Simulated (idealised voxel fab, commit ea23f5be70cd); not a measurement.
The document below concerns the process module designated voxel air gaps.
FYI the section here is cut, 260 nm wide, cells are 5 nm squares.
If you're reading a cross-section in this doc, picture square cells in a grid; it comes to you as bands, top ones listed first down to the bottom, and a band can be one or more rows of cells.
What a band's entry tells you: where the top is and where the bottom is, as heights in nm, and after that what lies inside, material by material from left to right, each with its width in nm. Empty space is written as the word "empty", and a single material marked with the word "full width" occupies the band from edge to edge.
Heads up on the height convention: 0 is the point under which the incoming wafer is all one material, and the lowest band has no bottom, it just keeps going down, like "0 nm and below".
Note: "30 to 40" means the width goes from the first number (top row of the band) to the second number (bottom row) in equal steps per row of cells.
A step reported as "no modifications" is a step in which no cell of the cross-section changed.
Closed void listing: empty space of 8 cells or more with no open way to the top, each as width x height at its distance from the left edge, in nm
Where a step's line continues beyond its settings, the continuation is a remark by the simulator itself on that step.
overlay nm: on a step with a mask, how far right of its planned place the mask lay; negative means left.
Planned step list for the process
1,RECEIVE, material Si
2,CONFORMAL_DEP, material SiO2, thk nm 10
3,CONFORMAL_DEP, material SiCN, thk nm 5
4,DIRECTIONAL_DEP, material SiO2, thk nm 35
5,DIRECTIONAL_DEP, material aC, thk nm 15
6,PATTERN, tone open, mask id LINES, material resist, width nm 25, pitch nm 50, thk nm 35, overlay nm 0
7,DIRECTIONAL_ETCH, etch materials aC, depth nm 15
8,STRIP, etch materials resist
9,DIRECTIONAL_ETCH, etch materials SiO2, depth nm 35
10,STRIP, etch materials aC
11,CONFORMAL_DEP, material TiN, thk nm 5
12,FILL_DEP, material W, thk nm 10
13,CMP, height nm 50
14,EPI, material Ru, thk nm 10
15,SELECTIVE_ETCH, etch materials SiO2, depth nm 45
16,CONFORMAL_DEP, material SiCN, thk nm 5
As received (post step 1): cross-section
0 nm and below: Si full width
Closed void listing: none
As-planned run: cross-section of the first of two wafers at end of module
65 nm to 60 nm: empty=25, then SiCN=205, then empty=30
60 nm to 50 nm: empty=25, then SiCN=5, then Ru=45, then SiCN=5, then Ru=45, then SiCN=5, then Ru=45, then SiCN=5, then Ru=45, then SiCN=5, then empty=30
50 nm to 45 nm: empty=25, then SiCN=15, then TiN=5, then W=15, then TiN=5, then SiCN=25, then TiN=5, then W=15, then TiN=5, then SiCN=25, then TiN=5, then W=15, then TiN=5, then SiCN=25, then TiN=5, then W=15, then TiN=5, then SiCN=15, then empty=30
45 nm to 20 nm: empty=35, then SiCN=5, then TiN=5, then W=15, then TiN=5, then SiCN=5, then empty=15, then SiCN=5, then TiN=5, then W=15, then TiN=5, then SiCN=5, then empty=15, then SiCN=5, then TiN=5, then W=15, then TiN=5, then SiCN=5, then empty=15, then SiCN=5, then TiN=5, then W=15, then TiN=5, then SiCN=5, then empty=40
20 nm to 15 nm: SiCN=40, then TiN=25, then SiCN=25, then TiN=25, then SiCN=25, then TiN=25, then SiCN=25, then TiN=25, then SiCN=45
15 nm to 10 nm: SiCN full width
10 nm to 0 nm: SiO2 full width
0 nm and below: Si full width
Closed void listing: 15 x 25 at 70; 15 x 25 at 120; 15 x 25 at 170
End of module, second wafer, cross-section. Started like the first, planned like the first, run with one mistake
65 nm to 60 nm: empty=30, then SiCN=200, then empty=30
60 nm to 50 nm: empty=30, then SiCN=5, then Ru=40, then SiCN=10, then Ru=40, then SiCN=10, then Ru=40, then SiCN=10, then Ru=40, then SiCN=5, then empty=30
50 nm to 45 nm: empty=30, then SiCN=15, then TiN=5, then W=10, then TiN=5, then SiCN=30, then TiN=5, then W=10, then TiN=5, then SiCN=30, then TiN=5, then W=10, then TiN=5, then SiCN=30, then TiN=5, then W=10, then TiN=5, then SiCN=15, then empty=30
45 nm to 20 nm: empty=40, then SiCN=5, then TiN=5, then W=10, then TiN=5, then SiCN=5, then empty=20, then SiCN=5, then TiN=5, then W=10, then TiN=5, then SiCN=5, then empty=20, then SiCN=5, then TiN=5, then W=10, then TiN=5, then SiCN=5, then empty=20, then SiCN=5, then TiN=5, then W=10, then TiN=5, then SiCN=5, then empty=40
20 nm to 15 nm: SiCN=45, then TiN=20, then SiCN=30, then TiN=20, then SiCN=30, then TiN=20, then SiCN=30, then TiN=20, then SiCN=45
15 nm to 10 nm: SiCN full width
10 nm to 0 nm: SiO2 full width
0 nm and below: Si full width
Closed void listing: 20 x 25 at 70; 20 x 25 at 120; 20 x 25 at 170
Here's what went sideways: step 6 was run on a setting that differed from the plan, and what really ran there is PATTERN, tone open, mask id LINES, material resist, width nm 20, pitch nm 50, thk nm 35, overlay nm 0
Cell-count delta at end, second wafer over first, by material: Ru: 8 fewer, SiCN: 12 more, TiN: 4 fewer, W: 24 fewer
